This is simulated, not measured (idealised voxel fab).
Process module heading - voxel self aligned contacts
190 nm wide, 5 nm square cells: that's cross-section cut.
Just so we're on the same page, the cross-sections are grids of square cells, and they're listed out in bands top to bottom, each band one or more rows deep. Band: top and bottom heights (nm) first, top before bottom; then materials from left to right, widths in nm. "all across" marks a sole material filling the band edge to edge. "blank" denotes empty space. For the purposes of this specification, 0 denotes the height below which the wafer in its as-received condition is composed wholly of one material, and the lowermost band, lacking a lower limit, extends downward without end, as expressed in "0 -> down". Read "30..40" as a graded width: first number on top, second number at the bottom, same change between each pair of neighbouring rows. Any step labelled "no alterations made" changed none of the cells in the cross-section. "Closed void inventory" contains a list of empty spaces, each no smaller than 8 cells and without an open way to the top, written in the form width x height at distance with the distance from the left edge and all three in nm. Heads up: the bit after the settings on a step's line is the simulator's remark on that step. The line of a step may include "overlay nm". On a step with a mask, this value is how far to the right of its planned place the mask lay. A negative value means the mask lay to the left.
Listed below are the process steps as planned:
1. RECEIVE,material Si
2. OXIDIZE,depth nm 5
3. DIRECTIONAL_DEP,material polySi,thk nm 25
4. DIRECTIONAL_DEP,material SiN,thk nm 25
5. PATTERN,tone cover,mask id GATE,material resist,width nm 25,pitch nm 60,thk nm 20,overlay nm 0
6. DIRECTIONAL_ETCH,etch materials SiN,depth nm 25
7. DIRECTIONAL_ETCH,etch materials polySi,depth nm 25
8. STRIP,etch materials resist
9. CONFORMAL_DEP,material SiN,thk nm 10
10. DIRECTIONAL_ETCH,etch materials SiN,depth nm 10
11. FILL_DEP,material SiO2,thk nm 20
12. CMP,height nm 60
13. DIRECTIONAL_DEP,material aC,thk nm 10
14. PATTERN,tone open,mask id CONTACT,material resist,width nm 45,thk nm 25,overlay nm 0
15. DIRECTIONAL_ETCH,etch materials aC,depth nm 10
16. STRIP,etch materials resist
17. DIRECTIONAL_ETCH,etch materials SiO2,depth nm 65
18. STRIP,etch materials aC
19. CONFORMAL_DEP,material TiN,thk nm 5
20. FILL_DEP,material Ru,thk nm 10
21. CMP,height nm 60
22. CONFORMAL_DEP,material SiCN,thk nm 5
As-received wafer cross-section (after step 1):
> 0 -> down  Si all across
> Closed void inventory: none
Run as planned - first of the two wafers cross-sectioned at the end of the module:
> 65 -> 60  SiCN all across
> 60 -> 50  SiO2 (70) | TiN (5..20) | Ru (35..5) | TiN (5..20) | SiO2 (75)
> 50 -> 25  SiO2 (40) | SiN (45) | TiN (5) | Ru (5) | TiN (5) | SiN (45) | SiO2 (45)
> 25 -> 0  SiO2 (40) | SiN (10) | polySi (25) | SiN (10) | TiN (5) | Ru (5) | TiN (5) | SiN (10) | polySi (25) | SiN (10) | SiO2 (45)
> 0 -> -5  SiO2 (85) | TiN (15) | SiO2 (90)
> -5 -> down  Si all across
> Closed void inventory: none
Second wafer through the module, sectioned at the end: same beginning and same plan as the first wafer, with one mistake in carrying it out:
> 65 -> 60  SiCN all across
> 60 -> 55  Ru all across
> 55 -> 50  Ru (35) | TiN (55) | Ru (5) | TiN (55) | Ru (40)
> 50 -> 25  Ru (35) | TiN (5) | SiN (45) | TiN (5) | Ru (5) | TiN (5) | SiN (45) | TiN (5) | Ru (40)
> 25 -> 10  Ru (35) | TiN (5) | SiN (10) | polySi (25) | SiN (10) | TiN (5) | Ru (5) | TiN (5) | SiN (10) | polySi (25) | SiN (10) | TiN (5) | Ru (40)
> 10 -> 5  TiN (40) | SiN (10) | polySi (25) | SiN (10) | TiN (15) | SiN (10) | polySi (25) | SiN (10) | TiN (45)
> 5 -> 0  SiO2 (40) | SiN (10) | polySi (25) | SiN (10) | SiO2 (15) | SiN (10) | polySi (25) | SiN (10) | SiO2 (45)
> 0 -> -5  SiO2 all across
> -5 -> down  Si all across
> Closed void inventory: none
Want to know what went wrong? planned and actual differ for step 13; actual: DIRECTIONAL_DEP,material SiO2,thk nm 10
Wafer comparison, final, in cells, second relative to first, materials more or fewer: +164 Ru; -205 SiO2; +41 TiN
